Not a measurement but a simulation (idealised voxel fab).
process module | voxel self aligned vias
cross-section cut | 280 nm wide | cells 5 nm
A cross-section is a grid of square cells, given in bands from the top down. A band is one or more rows of cells.
Each band's line starts with the height of the band's top and of its bottom, in nm. Then come its materials from left to right, each with its width in nm. One material with "throughout" fills the band from edge to edge. "air" is empty space.
Height 0 is the level under which the wafer as received is all one material. The lowest band goes on downwards, as in "0 down".
A width such as "30 to 40" changes by the same amount from each row of cells to the next, from the band's top row to its bottom row.
"no change" after a step means that no cell of the cross-section changed.
closed voids: empty space of 8 cells or more with no open way to the top, each as width x height at its distance from the left edge, in nm
after a step's settings: what the simulator itself notes on the step
overlay nm, on a step with a mask: how far to the right of its planned place the mask lay; to the left if negative
plan
1 op RECEIVE | material Si
2 op CONFORMAL_DEP | material SiO2 | thk nm 15
3 op CONFORMAL_DEP | material SiCN | thk nm 5
4 op DIRECTIONAL_DEP | material SiO2 | thk nm 30
5 op DIRECTIONAL_DEP | material aC | thk nm 10
6 op PATTERN | tone open | mask id LINES | material resist | width nm 20 | pitch nm 45 | thk nm 25 | overlay nm 0
7 op DIRECTIONAL_ETCH | etch materials aC | depth nm 10
8 op STRIP | etch materials resist
9 op DIRECTIONAL_ETCH | etch materials SiO2 | depth nm 30
10 op STRIP | etch materials aC
11 op CONFORMAL_DEP | material TiN | thk nm 5
12 op FILL_DEP | material Ru | thk nm 5
13 op CMP | height nm 50
14 op SELECTIVE_ETCH | etch materials W Ru TiN | depth nm 10
15 op FILL_DEP | material SiN | thk nm 5
16 op CMP | height nm 50
17 op DIRECTIONAL_DEP | material SiO2 | thk nm 15
18 op DIRECTIONAL_DEP | material aC | thk nm 10
19 op PATTERN | tone open | mask id VIAS | material resist | width nm 30 | thk nm 25 | overlay nm 0
20 op DIRECTIONAL_ETCH | etch materials aC | depth nm 10
21 op STRIP | etch materials resist
22 op DIRECTIONAL_ETCH | etch materials SiO2 | depth nm 15
23 op DIRECTIONAL_ETCH | etch materials SiN | depth nm 10
24 op STRIP | etch materials aC
25 op CONFORMAL_DEP | material TiN | thk nm 5
26 op FILL_DEP | material Ru | thk nm 10
27 op CMP | height nm 65
28 op CONFORMAL_DEP | material SiCN | thk nm 5
first wafer, as planned
as received, after step 1
  0 down: Si throughout
  closed voids: none
after step 2
  15 to 0: SiO2 throughout
  below 0: unchanged
after step 3
  20 to 15: SiCN throughout
  below 15: unchanged
after step 4
  50 to 20: SiO2 throughout
  below 20: unchanged
after step 5
  60 to 50: aC throughout
  below 50: unchanged
after step 6
  85 to 60: resist 105 | air 20 | resist 25 | air 20 | resist 110
  below 60: unchanged
after step 7
  75 to 60: resist 105 | air 20 | resist 25 | air 20 | resist 110
  60 to 50: aC 105 | air 20 | aC 25 | air 20 | aC 110
  below 50: unchanged
after step 8
  60 to 50: aC 105 | air 20 | aC 25 | air 20 | aC 110
  below 50: unchanged
after step 9
  60 to 50: aC 105 | air 20 | aC 25 | air 20 | aC 110
  50 to 20: SiO2 105 | air 20 | SiO2 25 | air 20 | SiO2 110
  below 20: unchanged
after step 10
  50 to 20: SiO2 105 | air 20 | SiO2 25 | air 20 | SiO2 110
  below 20: unchanged
after step 11
  55 to 50: TiN 110 | air 10 | TiN 35 | air 10 | TiN 115
  50 to 25: SiO2 105 | TiN 5 | air 10 | TiN 5 | SiO2 25 | TiN 5 | air 10 | TiN 5 | SiO2 110
  25 to 20: SiO2 105 | TiN 20 | SiO2 25 | TiN 20 | SiO2 110
  below 20: unchanged
after step 12
  60 to 55: Ru throughout
  55 to 50: TiN 110 | Ru 10 | TiN 35 | Ru 10 | TiN 115
  50 to 25: SiO2 105 | TiN 5 | Ru 10 | TiN 5 | SiO2 25 | TiN 5 | Ru 10 | TiN 5 | SiO2 110
  below 25: unchanged
after step 13
  50 to 25: SiO2 105 | TiN 5 | Ru 10 | TiN 5 | SiO2 25 | TiN 5 | Ru 10 | TiN 5 | SiO2 110
  below 25: unchanged
after step 14
  50 to 40: SiO2 105 | air 20 | SiO2 25 | air 20 | SiO2 110
  below 40: unchanged
after step 15
  55 to 50: SiN throughout
  50 to 40: SiO2 105 | SiN 20 | SiO2 25 | SiN 20 | SiO2 110
  below 40: unchanged
after step 16
  50 to 40: SiO2 105 | SiN 20 | SiO2 25 | SiN 20 | SiO2 110
  below 40: unchanged
after step 17
  65 to 50: SiO2 throughout
  below 50: unchanged
after step 18
  75 to 65: aC throughout
  below 65: unchanged
after step 19
  100 to 75: resist 100 | air 30 | resist 150
  below 75: unchanged
after step 20
  90 to 75: resist 100 | air 30 | resist 150
  75 to 65: aC 100 | air 30 | aC 150
  below 65: unchanged
after step 21
  75 to 65: aC 100 | air 30 | aC 150
  below 65: unchanged
after step 22
  75 to 65: aC 100 | air 30 | aC 150
  65 to 50: SiO2 100 | air 30 | SiO2 150
  below 50: unchanged
after step 23
  75 to 65: aC 100 | air 30 | aC 150
  65 to 50: SiO2 100 | air 30 | SiO2 150
  50 to 40: SiO2 105 | air 20 | SiO2 25 | SiN 20 | SiO2 110
  below 40: unchanged
after step 24
  65 to 50: SiO2 100 | air 30 | SiO2 150
  below 50: unchanged
after step 25
  70 to 65: TiN 105 | air 20 | TiN 155
  65 to 55: SiO2 100 | TiN 5 | air 20 | TiN 5 | SiO2 150
  55 to 50: SiO2 100 | TiN 10 | air 10 | TiN 10 | SiO2 150
  50 to 45: SiO2 105 | TiN 5 | air 10 | TiN 5 | SiO2 25 | SiN 20 | SiO2 110
  45 to 40: SiO2 105 | TiN 20 | SiO2 25 | SiN 20 | SiO2 110
  below 40: unchanged
after step 26
  80 to 70: Ru throughout
  70 to 65: TiN 105 | Ru 20 | TiN 155
  65 to 55: SiO2 100 | TiN 5 | Ru 20 | TiN 5 | SiO2 150
  55 to 50: SiO2 100 | TiN 10 | Ru 10 | TiN 10 | SiO2 150
  50 to 45: SiO2 105 | TiN 5 | Ru 10 | TiN 5 | SiO2 25 | SiN 20 | SiO2 110
  below 45: unchanged
after step 27
  65 to 55: SiO2 100 | TiN 5 | Ru 20 | TiN 5 | SiO2 150
  below 55: unchanged
after step 28
  70 to 65: SiCN throughout
  below 65: unchanged
second wafer: like start, like plan, one mistake. Through step 16 it matches the first wafer
when step 17 should have ended
  60 to 50: SiO2 throughout
  below 50: unchanged
when step 18 should have ended
  70 to 60: aC throughout
  below 60: unchanged
when step 19 should have ended
  95 to 70: resist 100 | air 30 | resist 150
  below 70: unchanged
when step 20 should have ended
  85 to 70: resist 100 | air 30 | resist 150
  70 to 60: aC 100 | air 30 | aC 150
  below 60: unchanged
when step 21 should have ended
  70 to 60: aC 100 | air 30 | aC 150
  below 60: unchanged
when step 22 should have ended
  70 to 60: aC 100 | air 30 | aC 150
  60 to 50: SiO2 100 | air 30 | SiO2 150
  50 to 45: SiO2 100 | air 5 | SiN 20 | air 5 | SiO2 20 | SiN 20 | SiO2 110
  below 45: unchanged
when step 23 should have ended
  70 to 60: aC 100 | air 30 | aC 150
  60 to 50: SiO2 100 | air 30 | SiO2 150
  50 to 40: SiO2 100 to 105 | air 30 to 20 | SiO2 20 to 25 | SiN 20 | SiO2 110
  below 40: unchanged
when step 24 should have ended
  60 to 50: SiO2 100 | air 30 | SiO2 150
  below 50: unchanged
when step 25 should have ended
  65 to 60: TiN 105 | air 20 | TiN 155
  60 to 50: SiO2 100 | TiN 5 | air 20 | TiN 5 | SiO2 150
  50 to 45: SiO2 100 | TiN 10 | air 10 | TiN 10 | SiO2 20 | SiN 20 | SiO2 110
  45 to 40: SiO2 105 | TiN 20 | SiO2 25 | SiN 20 | SiO2 110
  below 40: unchanged
when step 26 should have ended
  75 to 65: Ru throughout
  65 to 60: TiN 105 | Ru 20 | TiN 155
  60 to 50: SiO2 100 | TiN 5 | Ru 20 | TiN 5 | SiO2 150
  50 to 45: SiO2 100 | TiN 10 | Ru 10 | TiN 10 | SiO2 20 | SiN 20 | SiO2 110
  below 45: unchanged
when step 27 should have ended
  65 to 60: TiN 105 | Ru 20 | TiN 155
  below 60: unchanged
when step 28 should have ended
  70 to 65: SiCN throughout
  below 65: unchanged
what went wrong: step 17 ran as: op DIRECTIONAL_DEP | material SiO2 | thk nm 10
at the end the second wafer has, in cells: 2 more of Ru | 52 fewer of SiO2 | 50 more of TiN
